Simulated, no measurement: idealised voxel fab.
Process module heading - voxel gate over fins
It is cross-section cut that appears here, measuring 255 nm in width, its square cells being 5 nm in size.
Just so we're on the same page, the cross-sections are grids of square cells, and they're listed out in bands top to bottom, each band one or more rows deep. Each band's line starts with the height of the band's top and of its bottom, in nm. Then come its materials from left to right, each with its width in nm. One material with "throughout" fills the band from edge to edge. "air" is empty space. All heights in this document are referenced to 0, defined as the level beneath which the wafer, as received, consists entirely of one material. The lowest band is not bounded below; it extends indefinitely downward and is written in the form "0..down". The two numbers in a width such as "30 to 40" mark its ends across the band: the first belongs to the top row of cells, the second to the bottom row, and from each row to the next the width moves by the same amount. The designation "nothing got changed", where it is given for a processing step, indicates that no cell of the cross-section was altered in the course of that step. Enclosed voids (no open way to top), threshold 8 cells or more, entry "Closed internal cavities", notation width x height at distance, distance from left edge, nm. Formally, on a step line, whatever follows the settings is a remark that the simulator itself makes on the step. Each step line may optionally specify "overlay nm", which for a step with a mask gives the rightward distance between the mask's planned place and where it lay, a negative value indicating the leftward direction.

# Process steps foreseen in the plan
1 RECEIVE: material Si
2 CONFORMAL_DEP: material SiN, thk nm 10
3 MASKED_ETCH: tone cover, mask id FINS, width nm 15, pitch nm 50, etch materials SiN, depth nm 10, overlay nm 0
4 MASKED_ETCH: tone cover, mask id FINS, width nm 15, pitch nm 50, etch materials Si, depth nm 35, overlay nm 0
5 OXIDIZE: depth nm 5
6 FILL_DEP: material SiO2, thk nm 15
7 CMP: height nm 10
8 DIRECTIONAL_DEP: material aC, thk nm 10
9 PATTERN: tone open, mask id RAIL, material resist, width nm 15, thk nm 30, overlay nm 0
10 DIRECTIONAL_ETCH: etch materials aC, depth nm 10
11 STRIP: etch materials resist
12 DIRECTIONAL_ETCH: etch materials SiO2, depth nm 40
13 STRIP: etch materials aC
14 CONFORMAL_DEP: material TiN, thk nm 5
15 FILL_DEP: material W, thk nm 10
16 CMP: height nm 10
17 SELECTIVE_ETCH: etch materials W Ru TiN, depth nm 30
18 FILL_DEP: material SiO2, thk nm 5
19 CMP: height nm 10
20 SELECTIVE_ETCH: etch materials SiO2, depth nm 20
21 STRIP: etch materials SiN
22 CONFORMAL_DEP: material HfO2, thk nm 5
23 CONFORMAL_DEP: material TiN, thk nm 5
24 CONFORMAL_DEP: material TiAl, thk nm 5
25 CONFORMAL_DEP: material TiN, thk nm 5
26 FILL_DEP: material W, thk nm 15
27 CMP: height nm 30
28 CONFORMAL_DEP: material SiN, thk nm 5

# Cross-sectional view of the wafer in its as-received condition, corresponding to the state after step 1
- 0..down  Si throughout
- Closed internal cavities: none

# First of two wafers at the end of the module, shown in cross-section; run carried out as planned
- 35..30  SiN throughout
- 30..20  W throughout
- 20..15  W (80), TiN (45), W (5), TiN (45), W (80)
- 15..10  W (80), TiN (5), TiAl (35), TiN (5), W (5), TiN (5), TiAl (35), TiN (5), W (80)
- 10..5  TiN (85), TiAl (5), TiN (25), TiAl (5), TiN (15), TiAl (5), TiN (25), TiAl (5), TiN (85)
- 5..0  TiAl (90), TiN (5), HfO2 (15), TiN (5), TiAl (25), TiN (5), HfO2 (15), TiN (5), TiAl (90)
- 0..-5  TiN (95), HfO2 (5), Si (5), HfO2 (5), TiN (35), HfO2 (5), Si (5), HfO2 (5), TiN (95)
- -5..-10  HfO2 (100), Si (5), HfO2 (45), Si (5), HfO2 (100)
- -10..-20  SiO2 (100), Si (5), SiO2 (45), Si (5), SiO2 (100)
- -20..-25  SiO2 (100), Si (5), SiO2 (15), TiN (5), W (5), TiN (5), SiO2 (15), Si (5), SiO2 (100)
- -25..-30  SiO2 (100), Si (5), SiO2 (15), TiN (15), SiO2 (15), Si (5), SiO2 (100)
- -30..-40  SiO2 (100), Si (5), SiO2 (45), Si (5), SiO2 (100)
- -40..down  Si throughout
- Closed internal cavities: none

# Cross-section, second wafer: same start as the first, same plan as the first, one mistake in running it; taken at the end of the module
- 35..30  SiN throughout
- 30..15  W throughout
- 15..10  W (85), TiN (35), W (15), TiN (35), W (85)
- 10..5  W (85), TiN (5), TiAl (25), TiN (5), W (15), TiN (5), TiAl (25), TiN (5), W (85)
- 5..0  TiN (90), TiAl (5), HfO2 (15), TiAl (5), TiN (25), TiAl (5), HfO2 (15), TiAl (5), TiN (90)
- 0..-5  TiAl (95), HfO2 (5), Si (5), HfO2 (5), TiAl (35), HfO2 (5), Si (5), HfO2 (5), TiAl (95)
- -5..-10  HfO2 (100), Si (5), HfO2 (45), Si (5), HfO2 (100)
- -10..-20  SiO2 (100), Si (5), SiO2 (45), Si (5), SiO2 (100)
- -20..-25  SiO2 (100), Si (5), SiO2 (15), TiN (5), W (5), TiN (5), SiO2 (15), Si (5), SiO2 (100)
- -25..-30  SiO2 (100), Si (5), SiO2 (15), TiN (15), SiO2 (15), Si (5), SiO2 (100)
- -30..-40  SiO2 (100), Si (5), SiO2 (45), Si (5), SiO2 (100)
- -40..down  Si throughout
- Closed internal cavities: none
The mistake made against the process plan was this: heads up, step 23 of the plan was skipped and never actually ran
Final wafer comparison in cells, second versus first, more or fewer per material: 59 fewer of TiN, 59 more of W
